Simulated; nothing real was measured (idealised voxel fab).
process module | voxel wiring stack
cross-section cut | 165 nm wide | cells 5 nm
A cross-section is a grid of square cells, given in bands from the top down. A band is one or more rows of cells.
Each band's line starts with the height of the band's top and of its bottom, in nm. Then come its materials from left to right, each with its width in nm. One material with "throughout" fills the band from edge to edge. "air" is empty space.
Height 0 is the level under which the wafer as received is all one material. The lowest band goes on downwards, as in "0 down".
A width such as "30 to 40" changes by the same amount from each row of cells to the next, from the band's top row to its bottom row.
"no change" after a step means that no cell of the cross-section changed.
closed voids: empty space of 8 cells or more with no open way to the top, each as width x height at its distance from the left edge, in nm
after a step's settings: what the simulator itself notes on the step
overlay nm, on a step with a mask: how far to the right of its planned place the mask lay; to the left if negative
plan
1 op RECEIVE | material Si
2 op CONFORMAL_DEP | material SiO2 | thk nm 15
3 op DIRECTIONAL_DEP | material TiN | thk nm 5
4 op DIRECTIONAL_DEP | material W | thk nm 20
5 op DIRECTIONAL_DEP | material aC | thk nm 10
6 op PATTERN | tone cover | mask id METAL_1 | material resist | width nm 30 | pitch nm 45 | thk nm 30 | overlay nm 0
7 op DIRECTIONAL_ETCH | etch materials aC | depth nm 10
8 op STRIP | etch materials resist
9 op DIRECTIONAL_ETCH | etch materials W | depth nm 20
10 op DIRECTIONAL_ETCH | etch materials TiN | depth nm 5
11 op STRIP | etch materials aC
12 op CONFORMAL_DEP | material SiN | thk nm 5
13 op FILL_DEP | material lowk | thk nm 5
14 op CMP | height nm 40
15 op CONFORMAL_DEP | material SiCN | thk nm 5
16 op DIRECTIONAL_DEP | material SiO2 | thk nm 20
17 op DIRECTIONAL_DEP | material aC | thk nm 10
18 op PATTERN | tone open | mask id PLUG_1 | material resist | width nm 15 | pitch nm 90 | thk nm 25 | overlay nm 0
19 op DIRECTIONAL_ETCH | etch materials aC | depth nm 10
20 op STRIP | etch materials resist
21 op DIRECTIONAL_ETCH | etch materials SiO2 | depth nm 20
22 op DIRECTIONAL_ETCH | etch materials SiCN | depth nm 5
23 op STRIP | etch materials aC
24 op EPI | material Ru | thk nm 10
25 op EPI | material Ru | thk nm 10
26 op EPI | material Ru | thk nm 5
27 op DIRECTIONAL_DEP | material TiN | thk nm 5
28 op DIRECTIONAL_DEP | material W | thk nm 25
29 op DIRECTIONAL_DEP | material aC | thk nm 10
30 op PATTERN | tone cover | mask id METAL_2 | material resist | width nm 30 | pitch nm 45 | thk nm 30 | overlay nm 0
31 op DIRECTIONAL_ETCH | etch materials aC | depth nm 10
32 op STRIP | etch materials resist
33 op DIRECTIONAL_ETCH | etch materials W | depth nm 25
34 op DIRECTIONAL_ETCH | etch materials TiN | depth nm 5
35 op STRIP | etch materials aC
36 op CONFORMAL_DEP | material SiN | thk nm 5
37 op FILL_DEP | material lowk | thk nm 5
38 op CMP | height nm 95
39 op CONFORMAL_DEP | material SiCN | thk nm 5
40 op DIRECTIONAL_DEP | material lowk | thk nm 10
41 op MASKED_ETCH | tone open | mask id PLUG_2 | width nm 15 | pitch nm 90 | etch materials lowk | depth nm 10 | overlay nm 0
42 op MASKED_ETCH | tone open | mask id PLUG_2 | width nm 15 | pitch nm 90 | etch materials SiCN | depth nm 5 | overlay nm 0
43 op EPI | material Ru | thk nm 10
44 op EPI | material Ru | thk nm 5
45 op DIRECTIONAL_DEP | material TiN | thk nm 5
46 op DIRECTIONAL_DEP | material W | thk nm 15
47 op MASKED_ETCH | tone cover | mask id METAL_3 | width nm 30 | pitch nm 45 | etch materials W | depth nm 15 | overlay nm 0
48 op MASKED_ETCH | tone cover | mask id METAL_3 | width nm 30 | pitch nm 45 | etch materials TiN | depth nm 5 | overlay nm 0
49 op FILL_DEP | material SiO2 | thk nm 10
50 op CMP | height nm 130
51 op CONFORMAL_DEP | material SiCN | thk nm 5
52 op DIRECTIONAL_DEP | material lowk | thk nm 10
53 op PATTERN | tone open | mask id PLUG_3 | material resist | width nm 15 | pitch nm 45 | thk nm 20 | overlay nm 0
54 op DIRECTIONAL_ETCH | etch materials lowk | depth nm 10
55 op DIRECTIONAL_ETCH | etch materials SiCN | depth nm 5
56 op STRIP | etch materials resist
57 op CONFORMAL_DEP | material TiN | thk nm 5
58 op FILL_DEP | material Cu | thk nm 5
59 op CMP | height nm 145
60 op DIRECTIONAL_DEP | material TiN | thk nm 5
61 op DIRECTIONAL_DEP | material W | thk nm 20
62 op MASKED_ETCH | tone cover | mask id METAL_4 | width nm 30 | pitch nm 45 | etch materials W | depth nm 20 | overlay nm 0
63 op MASKED_ETCH | tone cover | mask id METAL_4 | width nm 30 | pitch nm 45 | etch materials TiN | depth nm 5 | overlay nm 0
64 op CONFORMAL_DEP | material SiCN | thk nm 5
65 op FILL_DEP | material SiO2 | thk nm 10
66 op CMP | height nm 170
67 op CONFORMAL_DEP | material SiCN | thk nm 5
as received, after step 1
  0 down: Si throughout
  closed voids: none
first wafer at the end, as planned
  175 to 170: SiCN throughout
  170 to 150: SiO2 15 | SiCN 5 | W 30 | SiCN 5 | SiO2 5 | SiCN 5 | W 30 | SiCN 5 | SiO2 5 | SiCN 5 | W 30 | SiCN 5 | SiO2 20
  150 to 145: SiCN 20 | TiN 30 | SiCN 15 | TiN 30 | SiCN 15 | TiN 30 | SiCN 25
  145 to 135: lowk 20 | TiN 5 | Cu 5 | TiN 5 | lowk 30 | TiN 5 | Cu 5 | TiN 5 | lowk 30 | TiN 5 | Cu 5 | TiN 5 | lowk 40
  135 to 130: SiCN 20 | TiN 15 | SiCN 30 | TiN 15 | SiCN 30 | TiN 15 | SiCN 40
  130 to 115: SiO2 20 | W 30 | SiO2 15 | W 30 | SiO2 15 | W 30 | SiO2 25
  115 to 110: SiO2 20 | TiN 30 | SiO2 15 | TiN 30 | SiO2 15 | TiN 30 | SiO2 25
  110 to 100: lowk 20 | Ru 15 | lowk 75 | Ru 15 | lowk 40
  100 to 95: SiCN 20 | Ru 15 | SiCN 75 | Ru 15 | SiCN 40
  95 to 70: lowk 15 | SiN 5 | W 30 | SiN 5 | lowk 5 | SiN 5 | W 30 | SiN 5 | lowk 5 | SiN 5 | W 30 | SiN 5 | lowk 20
  70 to 65: SiN 20 | TiN 30 | SiN 15 | TiN 30 | SiN 15 | TiN 30 | SiN 25
  65 to 45: SiO2 20 | Ru 15 | SiO2 75 | Ru 15 | SiO2 40
  45 to 40: SiCN 20 | Ru 15 | SiCN 75 | Ru 15 | SiCN 40
  40 to 20: lowk 15 | SiN 5 | W 30 | SiN 5 | lowk 5 | SiN 5 | W 30 | SiN 5 | lowk 5 | SiN 5 | W 30 | SiN 5 | lowk 20
  20 to 15: SiN 20 | TiN 30 | SiN 15 | TiN 30 | SiN 15 | TiN 30 | SiN 25
  15 to 0: SiO2 throughout
  0 down: Si throughout
  closed voids: none
second wafer at the end: like start, like plan, one mistake
  175 to 170: SiCN throughout
  170 to 150: SiO2 15 | SiCN 5 | W 30 | SiCN 5 | SiO2 5 | SiCN 5 | W 30 | SiCN 5 | SiO2 5 | SiCN 5 | W 30 | SiCN 5 | SiO2 20
  150 to 145: SiCN 20 | TiN 30 | SiCN 15 | TiN 30 | SiCN 15 | TiN 30 | SiCN 25
  145 to 135: lowk 20 | TiN 5 | Cu 5 | TiN 5 | lowk 30 | TiN 5 | Cu 5 | TiN 5 | lowk 30 | TiN 5 | Cu 5 | TiN 5 | lowk 40
  135 to 130: SiCN 20 | TiN 15 | SiCN 30 | TiN 15 | SiCN 30 | TiN 15 | SiCN 40
  130 to 115: SiO2 35 | W 15 | SiO2 15 | W 30 | SiO2 30 | W 15 | SiO2 25
  115 to 110: SiO2 20 | W 15 | TiN 15 | SiO2 15 | TiN 30 | SiO2 15 | W 15 | TiN 15 | SiO2 25
  110 to 100: lowk 20 | W 15 | lowk 75 | W 15 | lowk 40
  100 to 95: SiCN 20 | TiN 15 | SiCN 75 | TiN 15 | SiCN 40
  95 to 75: lowk 30 | SiN 5 | W 15 | SiN 5 | lowk 5 | SiN 5 | W 30 | SiN 5 | lowk 20 | SiN 5 | W 15 | SiN 5 | lowk 20
  75 to 70: lowk 15 | SiN 20 | W 15 | SiN 5 | lowk 5 | SiN 5 | W 30 | SiN 5 | lowk 5 | SiN 20 | W 15 | SiN 5 | lowk 20
  70 to 65: SiN 20 | W 15 | TiN 15 | SiN 15 | TiN 30 | SiN 15 | W 15 | TiN 15 | SiN 25
  65 to 45: SiO2 20 | W 15 | SiO2 75 | W 15 | SiO2 40
  45 to 40: SiCN 20 | TiN 15 | SiCN 75 | TiN 15 | SiCN 40
  40 to 35: lowk 15 | SiN 40 | lowk 5 | SiN 40 | lowk 5 | SiN 40 | lowk 20
  35 to 20: lowk 15 | SiN 5 | W 30 | SiN 5 | lowk 5 | SiN 5 | W 30 | SiN 5 | lowk 5 | SiN 5 | W 30 | SiN 5 | lowk 20
  20 to 15: SiN 20 | W 30 | SiN 15 | W 30 | SiN 15 | W 30 | SiN 25
  15 to 0: SiO2 throughout
  0 down: Si throughout
  closed voids: none
what went wrong: step 3 was left out
at the end the second wafer has, in cells: 48 fewer of Ru | 24 more of SiN | 18 more of SiO2 | 18 fewer of TiN | 24 more of lowk
